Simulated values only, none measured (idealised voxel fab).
The process module presented herein is designated voxel wiring stack.
Square cells of 5 nm make up the cross-section cut, whose width is 235 nm.
If you're reading a cross-section in this doc, picture square cells in a grid; it comes to you as bands, top ones listed first down to the bottom, and a band can be one or more rows of cells.
What a band's entry tells you: where the top is and where the bottom is, as heights in nm, and after that what lies inside, material by material from left to right, each with its width in nm. Empty space is written as the word "empty", and a single material marked with the word "throughout" occupies the band from edge to edge.
We count height from 0. Below that, the starting wafer is all one material. The lowest band never ends at the bottom but goes on down; see "0 and below" for how that is written.
Think of "30 to 40" as a width that walks from the first number to the second as you go down the band, top row to bottom row, taking equal-sized steps from row to row.
"no change" (step): cross-section cells unchanged, all of them.
Look at "Closed void list" for the closed voids: empty spaces with no open path to the top, sized 8 cells or up. Each is width x height at distance, distance from the left edge, all nm.
What comes after the settings on a step's line is commentary from the simulator itself on that step.
overlay nm: right-of-plan distance of the mask on a masked step; negative values mean left-of-plan.
# Steps planned for the process
1 RECEIVE, material Si
2 CONFORMAL_DEP, material SiO2, thk nm 10
3 CONFORMAL_DEP, material SiCN, thk nm 5
4 DIRECTIONAL_DEP, material lowk, thk nm 15
5 DIRECTIONAL_DEP, material aC, thk nm 15
6 PATTERN, tone open, mask id METAL_1, material resist, width nm 25, pitch nm 50, thk nm 30, overlay nm 0
7 DIRECTIONAL_ETCH, etch materials aC, depth nm 15
8 STRIP, etch materials resist
9 DIRECTIONAL_ETCH, etch materials lowk, depth nm 15
10 DIRECTIONAL_ETCH, etch materials SiCN, depth nm 5
11 STRIP, etch materials aC
12 CONFORMAL_DEP, material TiN, thk nm 5
13 FILL_DEP, material Cu, thk nm 10
14 CMP, height nm 30
15 CONFORMAL_DEP, material SiCN, thk nm 5
16 DIRECTIONAL_DEP, material lowk, thk nm 15
17 DIRECTIONAL_DEP, material aC, thk nm 10
18 PATTERN, tone open, mask id PLUG_1, material resist, width nm 15, pitch nm 50, thk nm 30, overlay nm 0
19 DIRECTIONAL_ETCH, etch materials aC, depth nm 10
20 STRIP, etch materials resist
21 DIRECTIONAL_ETCH, etch materials lowk, depth nm 15
22 DIRECTIONAL_ETCH, etch materials SiCN, depth nm 5
23 STRIP, etch materials aC
24 CONFORMAL_DEP, material TiN, thk nm 5
25 FILL_DEP, material Cu, thk nm 5
26 CMP, height nm 50
27 CONFORMAL_DEP, material SiCN, thk nm 5
28 DIRECTIONAL_DEP, material SiO2, thk nm 20
29 PATTERN, tone open, mask id METAL_2, material resist, width nm 25, pitch nm 50, thk nm 20, overlay nm 0
30 DIRECTIONAL_ETCH, etch materials SiO2, depth nm 20
31 DIRECTIONAL_ETCH, etch materials SiCN, depth nm 5
32 STRIP, etch materials resist
33 CONFORMAL_DEP, material TiN, thk nm 5
34 FILL_DEP, material W, thk nm 10
35 CMP, height nm 75
36 CONFORMAL_DEP, material SiCN, thk nm 5
37 DIRECTIONAL_DEP, material SiO2, thk nm 25
38 DIRECTIONAL_DEP, material aC, thk nm 15
39 PATTERN, tone open, mask id METAL_3, material resist, width nm 25, pitch nm 50, thk nm 35, overlay nm 0
40 DIRECTIONAL_ETCH, etch materials aC, depth nm 15
41 STRIP, etch materials resist
42 DIRECTIONAL_ETCH, etch materials SiO2, depth nm 15
43 STRIP, etch materials aC
44 PATTERN, tone open, mask id METAL_3_HOLES, material resist, width nm 15, pitch nm 50, thk nm 15, overlay nm 0
45 DIRECTIONAL_ETCH, etch materials SiO2, depth nm 10
46 DIRECTIONAL_ETCH, etch materials SiCN, depth nm 5
47 STRIP, etch materials resist
48 CONFORMAL_DEP, material TiN, thk nm 5
49 FILL_DEP, material Ru, thk nm 10
50 CMP, height nm 105
51 CONFORMAL_DEP, material SiCN, thk nm 5
# Cross-section: wafer on arrival = after step 1
  0 and below: Si throughout
  Closed void list: none
# Cross-sectional image of the first of two wafers at the end of the module, the run having proceeded as planned
  110 down to 105: SiCN throughout
  105 down to 95: SiO2 (80)  TiN (5)  Ru (15)  TiN (5)  SiO2 (25)  TiN (5)  Ru (15)  TiN (5)  SiO2 (80)
  95 down to 90: SiO2 (80)  TiN (5)  Ru (5)  TiN (15)  SiO2 (25)  TiN (5)  Ru (5)  TiN (15)  SiO2 (80)
  90 down to 80: SiO2 (80)  TiN (5)  Ru (5)  TiN (5)  SiO2 (35)  TiN (5)  Ru (5)  TiN (5)  SiO2 (90)
  80 down to 75: SiCN (80)  TiN (15)  SiCN (35)  TiN (15)  SiCN (90)
  75 down to 55: SiO2 (80)  TiN (5)  W (15)  TiN (5)  SiO2 (25)  TiN (5)  W (15)  TiN (5)  SiO2 (80)
  55 down to 50: SiCN (80)  TiN (25)  SiCN (25)  TiN (25)  SiCN (80)
  50 down to 35: lowk (80)  TiN (5)  Cu (5)  TiN (5)  lowk (35)  TiN (5)  Cu (5)  TiN (5)  lowk (90)
  35 down to 30: SiCN (80)  TiN (15)  SiCN (35)  TiN (15)  SiCN (90)
  30 down to 15: lowk (80)  TiN (5)  Cu (15)  TiN (5)  lowk (25)  TiN (5)  Cu (15)  TiN (5)  lowk (80)
  15 down to 10: SiCN (80)  TiN (25)  SiCN (25)  TiN (25)  SiCN (80)
  10 down to 0: SiO2 throughout
  0 and below: Si throughout
  Closed void list: none
# Wafer two, sectioned after the module: the first wafer's start, the first wafer's plan, and one mistake in how it was run
  110 down to 105: SiCN throughout
  105 down to 95: SiO2 (80)  TiN (5)  Ru (15)  TiN (5)  SiO2 (25)  TiN (5)  Ru (15)  TiN (5)  SiO2 (80)
  95 down to 90: SiO2 (80)  TiN (5)  Ru (5)  TiN (15)  SiO2 (25)  TiN (5)  Ru (5)  TiN (15)  SiO2 (80)
  90 down to 80: SiO2 (80)  TiN (5)  Ru (5)  TiN (5)  SiO2 (35)  TiN (5)  Ru (5)  TiN (5)  SiO2 (90)
  80 down to 75: SiCN (80)  TiN (15)  SiCN (35)  TiN (15)  SiCN (90)
  75 down to 55: SiO2 (80)  TiN (5)  W (15)  TiN (5)  SiO2 (25)  TiN (5)  W (15)  TiN (5)  SiO2 (80)
  55 down to 50: SiCN (80)  TiN (25)  SiCN (25)  TiN (25)  SiCN (80)
  50 down to 35: lowk (80)  TiN (5)  Cu (5)  TiN (5)  lowk (35)  TiN (5)  Cu (5)  TiN (5)  lowk (90)
  35 down to 30: SiCN (80)  TiN (15)  SiCN (35)  TiN (15)  SiCN (90)
  30 down to 15: lowk (70)  TiN (5)  Cu (15)  TiN (5)  lowk (25)  TiN (5)  Cu (15)  TiN (5)  lowk (90)
  15 down to 10: SiCN (70)  TiN (25)  SiCN (25)  TiN (25)  SiCN (90)
  10 down to 0: SiO2 throughout
  0 and below: Si throughout
  Closed void list: none
Where did the run depart from the plan? planned and actual differ for step 6; actual: PATTERN, tone open, mask id METAL_1, material resist, width nm 25, pitch nm 50, thk nm 30, overlay nm -10
The two final wafers agree on how many cells each material fills and disagree on which cells those are.
